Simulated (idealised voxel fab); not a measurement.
voxel transistor to metal: a process module
Pictured: cross-section cut, 290 nm wide, on a grid of 5 nm square cells.
When this document writes out a cross-section, it uses a grid of square cells and lists it as bands, beginning at the top and moving down, with a band standing for one or more rows of cells.
Read a band's entry like this: the first values are the height of its top and the height of its bottom in nm, and what follows is the sequence of materials from left to right, each with its width in nm. Note that "air" is empty space, and that a single material marked "everywhere" reaches across the band from edge to edge.
Height datum 0, below which the as-received substrate wafer is one material. Lowest band open at the bottom, running downward: "0 and below".
A two-number width, for instance "30 to 40", indicates that the width is equal to the first number in the top row of the band and to the second number in the bottom row, and that it changes by a constant amount per row of cells.
"no change" after a step means that no cell of the cross-section changed.
Reported under the label "Closed voids list" are the empty spaces having no open way to the top and comprising 8 cells or more; the notation for each is width x height at distance, in which the distance is measured from the left edge and all three values are in nm.
Step line, after settings: the simulator's comment on this step.
A step line may carry the setting "overlay nm", which, for steps involving a mask, states the distance by which the mask lay to the right of its intended position; negative values denote displacement to the left.

plan:
1: RECEIVE,material Si
2: OXIDIZE,depth nm 5
3: CONFORMAL_DEP,material SiN,thk nm 10
4: DIRECTIONAL_DEP,material aC,thk nm 10
5: PATTERN,tone cover,mask id ACTIVE,material resist,width nm 100,pitch nm 125,thk nm 30,overlay nm 0
6: DIRECTIONAL_ETCH,etch materials aC,depth nm 10
7: STRIP,etch materials resist
8: DIRECTIONAL_ETCH,etch materials SiN,depth nm 10
9: DIRECTIONAL_ETCH,etch materials SiO2,depth nm 5
10: DIRECTIONAL_ETCH,etch materials Si,depth nm 20
11: STRIP,etch materials aC
12: OXIDIZE,depth nm 5
13: FILL_DEP,material SiO2,thk nm 5
14: CMP,height nm 10
15: SELECTIVE_ETCH,etch materials SiO2,depth nm 5
16: STRIP,etch materials SiN
17: SELECTIVE_ETCH,etch materials SiO2,depth nm 5
18: OXIDIZE,depth nm 5
19: DIRECTIONAL_DEP,material polySi,thk nm 30
20: DIRECTIONAL_DEP,material SiCN,thk nm 10
21: MASKED_ETCH,tone cover,mask id GATE,width nm 30,pitch nm 125,etch materials SiCN,depth nm 20,overlay nm 0
22: MASKED_ETCH,tone cover,mask id GATE,width nm 30,pitch nm 125,etch materials polySi,depth nm 40,overlay nm 0
23: CONFORMAL_DEP,material SiN,thk nm 5
24: DIRECTIONAL_ETCH,etch materials SiN,depth nm 5
25: DIRECTIONAL_ETCH,etch materials SiO2,depth nm 5
26: DIRECTIONAL_ETCH,etch materials Si,depth nm 10
27: EPI,material SiGe,thk nm 10
28: FILL_DEP,material SiO2,thk nm 5
29: CMP,height nm 25
30: STRIP,etch materials polySi
31: SELECTIVE_ETCH,etch materials SiO2,depth nm 5
32: CONFORMAL_DEP,material HfO2,thk nm 5
33: CONFORMAL_DEP,material TiN,thk nm 5
34: FILL_DEP,material W,thk nm 5
35: CMP,height nm 20
36: DIRECTIONAL_DEP,material SiO2,thk nm 10
37: DIRECTIONAL_DEP,material aC,thk nm 15
38: PATTERN,tone open,mask id CONTACT,material resist,width nm 15,thk nm 30,overlay nm 0
39: DIRECTIONAL_ETCH,etch materials aC,depth nm 15
40: STRIP,etch materials resist
41: DIRECTIONAL_ETCH,etch materials SiO2,depth nm 40
42: STRIP,etch materials aC
43: CONFORMAL_DEP,material TiN,thk nm 5
44: FILL_DEP,material Ru,thk nm 5
45: CMP,height nm 30
46: CONFORMAL_DEP,material SiN,thk nm 5
47: DIRECTIONAL_DEP,material lowk,thk nm 25
48: PATTERN,tone open,mask id METAL_1,material resist,width nm 15,thk nm 20,overlay nm 0
49: DIRECTIONAL_ETCH,etch materials lowk,depth nm 25
50: DIRECTIONAL_ETCH,etch materials SiN,depth nm 5
51: STRIP,etch materials resist
52: CONFORMAL_DEP,material TiN,thk nm 5
53: FILL_DEP,material Cu,thk nm 5
54: CMP,height nm 60
55: CONFORMAL_DEP,material SiN,thk nm 5

As-received wafer cross-section (after step 1):
  0 and below = Si everywhere
  Closed voids list: none

Cross-section, first of two wafers, end of module, run as planned:
  65 down to 60 = SiN everywhere
  60 down to 35 = lowk 35 nm / TiN 5 nm / Cu 5 nm / TiN 5 nm / lowk 60 nm / TiN 5 nm / Cu 5 nm / TiN 5 nm / lowk 35 nm / TiN 5 nm / Cu 5 nm / TiN 5 nm / lowk 60 nm / TiN 5 nm / Cu 5 nm / TiN 5 nm / lowk 40 nm
  35 down to 30 = SiN 35 nm / TiN 15 nm / SiN 60 nm / TiN 15 nm / SiN 35 nm / TiN 15 nm / SiN 60 nm / TiN 15 nm / SiN 40 nm
  30 down to 20 = SiO2 35 nm / TiN 5 nm / Ru 5 nm / TiN 5 nm / SiO2 60 nm / TiN 5 nm / Ru 5 nm / TiN 5 nm / SiO2 35 nm / TiN 5 nm / Ru 5 nm / TiN 5 nm / SiO2 60 nm / TiN 5 nm / Ru 5 nm / TiN 5 nm / SiO2 40 nm
  20 down to 0 = SiO2 35 nm / TiN 5 nm / Ru 5 nm / TiN 5 nm / SiO2 10 nm / SiN 5 nm / HfO2 5 nm / TiN 5 nm / W 10 nm / TiN 5 nm / HfO2 5 nm / SiN 5 nm / SiO2 10 nm / TiN 5 nm / Ru 5 nm / TiN 5 nm / SiO2 35 nm / TiN 5 nm / Ru 5 nm / TiN 5 nm / SiO2 10 nm / SiN 5 nm / HfO2 5 nm / TiN 5 nm / W 10 nm / TiN 5 nm / HfO2 5 nm / SiN 5 nm / SiO2 10 nm / TiN 5 nm / Ru 5 nm / TiN 5 nm / SiO2 40 nm
  0 down to -5 = SiO2 25 nm / SiN 5 nm / SiO2 5 nm / TiN 5 nm / Ru 5 nm / TiN 5 nm / SiGe 10 nm / SiN 5 nm / HfO2 5 nm / TiN 20 nm / HfO2 5 nm / SiN 5 nm / SiGe 10 nm / TiN 5 nm / Ru 5 nm / TiN 5 nm / SiO2 5 nm / SiN 5 nm / SiO2 15 nm / SiN 5 nm / SiO2 5 nm / TiN 5 nm / Ru 5 nm / TiN 5 nm / SiGe 10 nm / SiN 5 nm / HfO2 5 nm / TiN 20 nm / HfO2 5 nm / SiN 5 nm / SiGe 10 nm / TiN 5 nm / Ru 5 nm / TiN 5 nm / SiO2 5 nm / SiN 5 nm / SiO2 30 nm
  -5 down to -10 = SiO2 35 nm / TiN 15 nm / SiGe 10 nm / HfO2 40 nm / SiGe 10 nm / TiN 15 nm / SiO2 35 nm / TiN 15 nm / SiGe 10 nm / HfO2 40 nm / SiGe 10 nm / TiN 15 nm / SiO2 40 nm
  -10 down to -20 = SiO2 35 nm / SiGe 25 nm / Si 40 nm / SiGe 25 nm / SiO2 35 nm / SiGe 25 nm / Si 40 nm / SiGe 25 nm / SiO2 40 nm
  -20 down to -30 = SiO2 35 nm / Si 90 nm / SiO2 35 nm / Si 90 nm / SiO2 40 nm
  -30 and below = Si everywhere
  Closed voids list: none

Second wafer cross-section at end of module - shared start and plan with the first, one mistake in the run:
  65 down to 60 = SiN everywhere
  60 down to 35 = lowk 35 nm / TiN 5 nm / Cu 5 nm / TiN 5 nm / lowk 60 nm / TiN 5 nm / Cu 5 nm / TiN 5 nm / lowk 35 nm / TiN 5 nm / Cu 5 nm / TiN 5 nm / lowk 60 nm / TiN 5 nm / Cu 5 nm / TiN 5 nm / lowk 40 nm
  35 down to 30 = SiN 35 nm / TiN 15 nm / SiN 60 nm / TiN 15 nm / SiN 35 nm / TiN 15 nm / SiN 60 nm / TiN 15 nm / SiN 40 nm
  30 down to 25 = SiO2 35 nm / TiN 5 nm / Ru 5 nm / TiN 5 nm / SiO2 60 nm / TiN 5 nm / Ru 5 nm / TiN 5 nm / SiO2 35 nm / TiN 5 nm / Ru 5 nm / TiN 5 nm / SiO2 60 nm / TiN 5 nm / Ru 5 nm / TiN 5 nm / SiO2 40 nm
  25 down to 20 = SiO2 35 nm / TiN 15 nm / SiO2 60 nm / TiN 15 nm / SiO2 35 nm / TiN 15 nm / SiO2 60 nm / TiN 15 nm / SiO2 40 nm
  20 down to 0 = Ru 60 nm / SiN 5 nm / HfO2 5 nm / TiN 5 nm / W 10 nm / TiN 5 nm / HfO2 5 nm / SiN 5 nm / Ru 85 nm / SiN 5 nm / HfO2 5 nm / TiN 5 nm / W 10 nm / TiN 5 nm / HfO2 5 nm / SiN 5 nm / Ru 65 nm
  0 down to -5 = Ru 25 nm / SiN 5 nm / Ru 20 nm / SiGe 10 nm / SiN 5 nm / HfO2 5 nm / TiN 20 nm / HfO2 5 nm / SiN 5 nm / SiGe 10 nm / Ru 20 nm / SiN 5 nm / Ru 15 nm / SiN 5 nm / Ru 20 nm / SiGe 10 nm / SiN 5 nm / HfO2 5 nm / TiN 20 nm / HfO2 5 nm / SiN 5 nm / SiGe 10 nm / Ru 20 nm / SiN 5 nm / Ru 30 nm
  -5 down to -10 = SiO2 30 nm / Ru 20 nm / SiGe 10 nm / HfO2 40 nm / SiGe 10 nm / Ru 20 nm / SiO2 25 nm / Ru 20 nm / SiGe 10 nm / HfO2 40 nm / SiGe 10 nm / Ru 20 nm / SiO2 35 nm
  -10 down to -20 = SiO2 35 nm / SiGe 25 nm / Si 40 nm / SiGe 25 nm / SiO2 35 nm / SiGe 25 nm / Si 40 nm / SiGe 25 nm / SiO2 40 nm
  -20 down to -30 = SiO2 35 nm / Si 90 nm / SiO2 35 nm / Si 90 nm / SiO2 40 nm
  -30 and below = Si everywhere
  Closed voids list: none
So what did we get wrong on this run? step 28 changed vs plan, executed as FILL_DEP,material Ru,thk nm 5
Wrapping up, a cell-based count of both wafers puts the second over or under the first for these materials: Ru +190; SiO2 -142; TiN -48
